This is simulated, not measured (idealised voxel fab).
Process module name: voxel gate over fins
The width of the displayed cross-section, cut, is 235 nm; its cells are square, with a size of 5 nm.
Cross-section spec: square-cell grid; bands listed top down; each band is one or more rows.
Look at the band entry: it leads with the top's height and the bottom's height in nm. Then it lists the materials left to right, with a width in nm for each. The word "throughout" on a single material says that material fills the band edge to edge. The word "empty" is empty space.
Height datum 0, below which the as-received substrate wafer is one material. Lowest band open at the bottom, running downward: "0 down".
The notation "30 to 40" denotes a width that varies across the rows of cells in the band, beginning at the first number in the top row, finishing at the second number in the bottom row, and changing by an identical amount from each row to the next.
Step marked "remained the same"? Then no cell in the cross-section changed in it.
Enclosed voids (no open way to top), threshold 8 cells or more, entry "Sealed voids", notation width x height at distance, distance from left edge, nm.
If you see something after the settings on a step's line, that's the simulator's own remark about that step.
overlay nm: for a step with a mask, the amount by which the mask lay right of where it was planned; a negative amount means left of it.
# Intended process steps
- 1: RECEIVE with material Si
- 2: CONFORMAL_DEP with material SiN, thk nm 10
- 3: PATTERN with tone cover, mask id FINS, material resist, width nm 15, pitch nm 55, thk nm 15, overlay nm 0
- 4: DIRECTIONAL_ETCH with etch materials SiN, depth nm 10
- 5: DIRECTIONAL_ETCH with etch materials Si, depth nm 40
- 6: STRIP with etch materials resist
- 7: OXIDIZE with depth nm 5
- 8: FILL_DEP with material SiO2, thk nm 5
- 9: CMP with height nm 10
- 10: DIRECTIONAL_DEP with material aC, thk nm 15
- 11: PATTERN with tone open, mask id RAIL, material resist, width nm 15, thk nm 30, overlay nm 0
- 12: DIRECTIONAL_ETCH with etch materials aC, depth nm 15
- 13: STRIP with etch materials resist
- 14: DIRECTIONAL_ETCH with etch materials SiO2, depth nm 45
- 15: STRIP with etch materials aC
- 16: CONFORMAL_DEP with material TiN, thk nm 5
- 17: FILL_DEP with material Ru, thk nm 10
- 18: CMP with height nm 10
- 19: SELECTIVE_ETCH with etch materials W Ru TiN, depth nm 30
- 20: FILL_DEP with material SiO2, thk nm 5
- 21: CMP with height nm 10
- 22: SELECTIVE_ETCH with etch materials SiO2, depth nm 25
- 23: STRIP with etch materials SiN
- 24: CONFORMAL_DEP with material HfO2, thk nm 5
- 25: CONFORMAL_DEP with material TiN, thk nm 5
- 26: FILL_DEP with material W, thk nm 10
- 27: CMP with height nm 15
- 28: CONFORMAL_DEP with material SiN, thk nm 10
# as received, after step 1
  0 down = Si throughout
  Sealed voids: none
# The first of two wafers, cross-sectioned at the end of the module, with the run proceeding as planned
  25 to 15 = SiN throughout
  15 to 10 = W throughout
  10 to 5 = W (50), TiN (25), W (30), TiN (25), W (30), TiN (25), W (50)
  5 to 0 = W (50), TiN (5), HfO2 (15), TiN (5), W (30), TiN (5), HfO2 (15), TiN (5), W (30), TiN (5), HfO2 (15), TiN (5), W (50)
  0 to -5 = W (50), TiN (5), HfO2 (5), Si (5), HfO2 (5), TiN (5), W (30), TiN (5), HfO2 (5), Si (5), HfO2 (5), TiN (5), W (30), TiN (5), HfO2 (5), Si (5), HfO2 (5), TiN (5), W (50)
  -5 to -10 = TiN (55), HfO2 (5), Si (5), HfO2 (5), TiN (40), HfO2 (5), Si (5), HfO2 (5), TiN (40), HfO2 (5), Si (5), HfO2 (5), TiN (55)
  -10 to -15 = HfO2 (60), Si (5), HfO2 (50), Si (5), HfO2 (50), Si (5), HfO2 (60)
  -15 to -20 = SiO2 (60), Si (5), SiO2 (50), Si (5), SiO2 (50), Si (5), SiO2 (60)
  -20 to -30 = SiO2 (60), Si (5), SiO2 (15), TiN (5), Ru (5), TiN (5), SiO2 (20), Si (5), SiO2 (50), Si (5), SiO2 (60)
  -30 to -35 = SiO2 (60), Si (5), SiO2 (15), TiN (15), SiO2 (20), Si (5), SiO2 (50), Si (5), SiO2 (60)
  -35 to -45 = SiO2 (60), Si (5), SiO2 (50), Si (5), SiO2 (50), Si (5), SiO2 (60)
  -45 down = Si throughout
  Sealed voids: none
# Cross-sectional image of the second wafer of the two following completion of the module. Starting state and process plan were the same as for the first wafer; one execution error occurred
  25 to 15 = SiN throughout
  15 to 10 = W throughout
  10 to 5 = W (50), TiN (25), W (30), TiN (25), W (30), TiN (25), W (50)
  5 to 0 = W (50), TiN (5), HfO2 (15), TiN (5), W (30), TiN (5), HfO2 (15), TiN (5), W (30), TiN (5), HfO2 (15), TiN (5), W (50)
  0 to -5 = W (50), TiN (5), HfO2 (5), Si (5), HfO2 (5), TiN (5), W (30), TiN (5), HfO2 (5), Si (5), HfO2 (5), TiN (5), W (30), TiN (5), HfO2 (5), Si (5), HfO2 (5), TiN (5), W (50)
  -5 to -10 = TiN (55), HfO2 (5), Si (5), HfO2 (5), TiN (40), HfO2 (5), Si (5), HfO2 (5), TiN (40), HfO2 (5), Si (5), HfO2 (5), TiN (55)
  -10 to -15 = HfO2 (60), Si (5), HfO2 (50), Si (5), HfO2 (50), Si (5), HfO2 (60)
  -15 to -20 = SiO2 (60), Si (5), SiO2 (50), Si (5), SiO2 (50), Si (5), SiO2 (60)
  -20 to -30 = SiO2 (60), Si (5), SiO2 (10), TiN (5), Ru (15), TiN (5), SiO2 (15), Si (5), SiO2 (50), Si (5), SiO2 (60)
  -30 to -35 = SiO2 (60), Si (5), SiO2 (10), TiN (25), SiO2 (15), Si (5), SiO2 (50), Si (5), SiO2 (60)
  -35 to -45 = SiO2 (60), Si (5), SiO2 (50), Si (5), SiO2 (50), Si (5), SiO2 (60)
  -45 down = Si throughout
  Sealed voids: none
Error vs. plan: it should be noted that step 11 was executed with settings other than those planned, the operation and settings actually applied being PATTERN with tone open, mask id RAIL, material resist, width nm 25, thk nm 30, overlay nm 0
Wafer comparison, final, in cells, second relative to first, materials more or fewer: +4 Ru; -6 SiO2; +2 TiN
